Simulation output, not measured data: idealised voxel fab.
voxel fin reveal: a process module
For reference, the cross-section in this document is cut, with width 275 nm and square cells of 5 nm.
A cross-section in this document is a grid of square cells, and it is written down as bands, the top band listed before the ones below it; a band is made up of one or more rows of cells. This entry defines a band. It first specifies the height of the band's top and the height of its bottom in nm, and then specifies the band's materials from left to right, stating each material with its width in nm. The word "edge to edge" identifies a single material that fills the band from edge to edge, while the word "empty" identifies empty space. It should be noted that heights are counted from 0, beneath which the wafer as supplied is of one material throughout, and that the lowest band possesses no lower boundary but continues downward, as written in "z 0 and below". It should be noted that a width expressed as "30..40" varies in equal increments from row to row of cells within the band, taking the value of the first number at the top row and that of the second number at the bottom row. "identical to before", as given for a step, is the statement that not any cell of the cross-section underwent a change during that step. You'll see "Entrapped void list" listing empty spaces that have no way open to the top, as long as they're 8 cells or more; the notation is width x height at distance, where the distance is from the left edge, and all of it is in nm. after a step's settings: what the simulator itself notes on the step. Each step line may optionally specify "overlay nm", which for a step with a mask gives the rightward distance between the mask's planned place and where it lay, a negative value indicating the leftward direction.

## plan
- 1: RECEIVE | material Si
- 2: CONFORMAL_DEP | material SiN | thk nm 5
- 3: DIRECTIONAL_DEP | material aC | thk nm 10
- 4: PATTERN | tone cover | mask id FINS | material resist | width nm 15 | pitch nm 35 | thk nm 25 | overlay nm 0
- 5: DIRECTIONAL_ETCH | etch materials aC | depth nm 10
- 6: STRIP | etch materials resist
- 7: DIRECTIONAL_ETCH | etch materials SiN | depth nm 5
- 8: DIRECTIONAL_ETCH | etch materials Si | depth nm 35
- 9: STRIP | etch materials aC
- 10: FILL_DEP | material SiO2 | thk nm 5
- 11: CMP | height nm 5
- 12: SELECTIVE_ETCH | etch materials SiO2 | depth nm 15
- 13: STRIP | etch materials SiN
- 14: CONFORMAL_DEP | material SiO2 | thk nm 5

## Cross-section of the wafer as it came to us, i.e., already through step 1
	z 0 and below = Si edge to edge
	Entrapped void list: none

## The first of two wafers, cross-sectioned at the end of the module, with the run proceeding as planned
	z 5 to 0 = 90 empty | 25 SiO2 | 10 empty | 25 SiO2 | 10 empty | 25 SiO2 | 90 empty
	z 0 to -5 = 90 empty | 5 SiO2 | 15 Si | 5 SiO2 | 10 empty | 5 SiO2 | 15 Si | 5 SiO2 | 10 empty | 5 SiO2 | 15 Si | 5 SiO2 | 90 empty
	z -5 to -35 = 95 SiO2 | 15 Si | 20 SiO2 | 15 Si | 20 SiO2 | 15 Si | 95 SiO2
	z -35 and below = Si edge to edge
	Entrapped void list: none

## This cross-section belongs to the second wafer of two at the end of the module; the start and the plan were shared with the first, and the run included one mistake
	z 10 to 5 = 90 empty | 25 SiO2 | 10 empty | 25 SiO2 | 10 empty | 25 SiO2 | 90 empty
	z 5 to 0 = 90 empty | 5 SiO2 | 15 SiN | 5 SiO2 | 10 empty | 5 SiO2 | 15 SiN | 5 SiO2 | 10 empty | 5 SiO2 | 15 SiN | 5 SiO2 | 90 empty
	z 0 to -30 = 90 empty | 5 SiO2 | 15 Si | 5 SiO2 | 10 empty | 5 SiO2 | 15 Si | 5 SiO2 | 10 empty | 5 SiO2 | 15 Si | 5 SiO2 | 90 empty
	z -30 to -35 = 95 SiO2 | 15 Si | 20 SiO2 | 15 Si | 20 SiO2 | 15 Si | 95 SiO2
	z -35 and below = Si edge to edge
	Entrapped void list: none
what went wrong: step 13 did not happen as planned, as run it was STRIP | etch materials SiO2
Looking at both finished wafers in cells, the second ends up ahead of or behind the first on some materials: SiN +9, SiO2 -194
